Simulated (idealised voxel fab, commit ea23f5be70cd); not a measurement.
The name of this process module is voxel transistor to metal.
We display cut, a cross-section 165 nm in width whose square cells are each 5 nm.
A cross-section is written here as square cells arranged in a grid, and it is given in bands from the top down, each band taking up one or more rows of cells. Per band: top height and bottom height in nm, followed by the left-to-right materials and their widths in nm; "everywhere" marks a single material spanning edge to edge, "air" marks empty space. Heights are expressed relative to 0, this being the level below which the as-received wafer comprises one material exclusively. The lowest band is unbounded in the downward direction and is denoted as in "z 0 and below". It should be noted that a width expressed as "30->40" varies in equal increments from row to row of cells within the band, taking the value of the first number at the top row and that of the second number at the bottom row. Reading "nothing got changed" for a step: not a cell of the cross-section changed in it. So "Fully sealed voids" is basically the list of trapped voids: any empty space of 8 cells or more that can't reach the top through an opening. They're written width x height at distance, the distance being from the left edge, and it's all nm. after a step's settings: what the simulator itself notes on the step. overlay nm: how far to the right of its planned place the mask lay on this masked step (negative: to the left).
SO HERE'S THE LINEUP OF PROCESS STEPS WE PLANNED
1: RECEIVE: material Si
2: CONFORMAL_DEP: material SiO2, thk nm 5
3: CONFORMAL_DEP: material SiN, thk nm 10
4: PATTERN: tone cover, mask id ACTIVE, material resist, width nm 115, thk nm 20, overlay nm 0
5: DIRECTIONAL_ETCH: etch materials SiN, depth nm 10
6: DIRECTIONAL_ETCH: etch materials SiO2, depth nm 5
7: DIRECTIONAL_ETCH: etch materials Si, depth nm 25
8: STRIP: etch materials resist
9: FILL_DEP: material SiO2, thk nm 10
10: CMP: height nm 15
11: SELECTIVE_ETCH: etch materials SiO2, depth nm 10
12: STRIP: etch materials SiN
13: SELECTIVE_ETCH: etch materials SiO2, depth nm 5
14: OXIDIZE: depth nm 5
15: DIRECTIONAL_DEP: material polySi, thk nm 25
16: DIRECTIONAL_DEP: material SiCN, thk nm 15
17: MASKED_ETCH: tone cover, mask id GATE, width nm 25, etch materials SiCN, depth nm 25, overlay nm 0
18: MASKED_ETCH: tone cover, mask id GATE, width nm 25, etch materials polySi, depth nm 35, overlay nm 0
19: CONFORMAL_DEP: material SiN, thk nm 10
20: DIRECTIONAL_ETCH: etch materials SiN, depth nm 10
21: DIRECTIONAL_ETCH: etch materials SiO2, depth nm 5
22: DIRECTIONAL_ETCH: etch materials Si, depth nm 15
23: EPI: material nSi, thk nm 20
24: FILL_DEP: material SiO2, thk nm 5
25: CMP: height nm 25
26: STRIP: etch materials polySi
27: SELECTIVE_ETCH: etch materials SiO2, depth nm 5
28: CONFORMAL_DEP: material HfO2, thk nm 5
29: CONFORMAL_DEP: material TiN, thk nm 5
30: FILL_DEP: material W, thk nm 5
31: CMP: height nm 20
32: DIRECTIONAL_DEP: material SiO2, thk nm 10
33: PATTERN: tone open, mask id CONTACT, material resist, width nm 20, pitch nm 75, thk nm 20, overlay nm 0
34: DIRECTIONAL_ETCH: etch materials SiO2, depth nm 30
35: STRIP: etch materials resist
36: CONFORMAL_DEP: material TiN, thk nm 5
37: FILL_DEP: material W, thk nm 5
38: CMP: height nm 30
39: CONFORMAL_DEP: material SiCN, thk nm 5
40: DIRECTIONAL_DEP: material lowk, thk nm 20
41: DIRECTIONAL_DEP: material aC, thk nm 15
42: PATTERN: tone open, mask id METAL_1, material resist, width nm 20, pitch nm 75, thk nm 30, overlay nm 0
43: DIRECTIONAL_ETCH: etch materials aC, depth nm 15
44: STRIP: etch materials resist
45: DIRECTIONAL_ETCH: etch materials lowk, depth nm 20
46: DIRECTIONAL_ETCH: etch materials SiCN, depth nm 5
47: STRIP: etch materials aC
48: CONFORMAL_DEP: material TiN, thk nm 5
49: FILL_DEP: material Cu, thk nm 5
50: CMP: height nm 55
51: EPI: material Ru, thk nm 5
52: FILL_DEP: material SiCN, thk nm 5
53: DIRECTIONAL_DEP: material lowk, thk nm 30
54: MASKED_ETCH: tone open, mask id METAL_2, width nm 20, pitch nm 75, etch materials lowk, depth nm 15, overlay nm 0
55: MASKED_ETCH: tone open, mask id METAL_2_HOLES, width nm 15, pitch nm 75, etch materials lowk, depth nm 15, overlay nm 0
56: MASKED_ETCH: tone open, mask id METAL_2_HOLES, width nm 15, pitch nm 75, etch materials SiCN, depth nm 5, overlay nm 0
57: CONFORMAL_DEP: material TiN, thk nm 5
58: FILL_DEP: material Cu, thk nm 5
59: CMP: height nm 95
60: CONFORMAL_DEP: material SiCN, thk nm 5
AS RECEIVED, AFTER STEP 1
	z 0 and below: Si everywhere
	Fully sealed voids: none
THE FOLLOWING CROSS-SECTION DEPICTS THE WAFER UPON CONCLUSION OF THE MODULE. PROCESSING COMMENCED FROM THE STARTING CONDITION ILLUSTRATED ABOVE AND ADHERED TO THE PLAN ILLUSTRATED ABOVE, SAVE FOR ONE MISTAKE IN EXECUTION
	z 100 to 95: SiCN everywhere
	z 95 to 85: lowk=35, then TiN=5, then Cu=10, then TiN=5, then lowk=55, then TiN=5, then Cu=10, then TiN=5, then lowk=35
	z 85 to 80: lowk=35, then TiN=5, then Cu=5, then TiN=10, then lowk=55, then TiN=5, then Cu=5, then TiN=10, then lowk=35
	z 80 to 65: lowk=35, then TiN=5, then Cu=5, then TiN=5, then lowk=60, then TiN=5, then Cu=5, then TiN=5, then lowk=40
	z 65 to 60: SiCN=35, then TiN=15, then SiCN=60, then TiN=15, then SiCN=40
	z 60 to 55: Ru=40, then SiCN=10, then Ru=65, then SiCN=10, then Ru=40
	z 55 to 35: Cu=30, then TiN=5, then lowk=20, then TiN=5, then Cu=45, then TiN=5, then lowk=20, then TiN=5, then Cu=30
	z 35 to 30: TiN=35, then SiCN=20, then TiN=55, then SiCN=20, then TiN=35
	z 30 to 20: SiO2=35, then TiN=5, then W=10, then TiN=5, then SiO2=55, then TiN=5, then W=10, then TiN=5, then SiO2=35
	z 20 to 15: SiO2=35, then TiN=20, then SiO2=5, then SiN=10, then HfO2=5, then TiN=5, then W=5, then TiN=5, then HfO2=5, then SiN=10, then SiO2=5, then TiN=20, then SiO2=35
	z 15 to 5: SiO2=35, then TiN=5, then nSi=20, then SiN=10, then HfO2=5, then TiN=5, then W=5, then TiN=5, then HfO2=5, then SiN=10, then nSi=20, then TiN=5, then SiO2=35
	z 5 to 0: SiO2=35, then TiN=5, then nSi=20, then SiN=10, then HfO2=5, then TiN=15, then HfO2=5, then SiN=10, then nSi=20, then TiN=5, then SiO2=35
	z 0 to -5: SiO2=20, then nSi=40, then SiO2=5, then HfO2=35, then SiO2=5, then nSi=40, then SiO2=20
	z -5 to -20: SiO2=25, then nSi=35, then Si=45, then nSi=35, then SiO2=25
	z -20 to -25: SiO2=25, then Si=115, then SiO2=25
	z -25 and below: Si everywhere
	Fully sealed voids: none
what went wrong: contrary to plan, step 42 was performed as PATTERN: tone cover, mask id METAL_1, material resist, width nm 20, pitch nm 75, thk nm 30, overlay nm 0
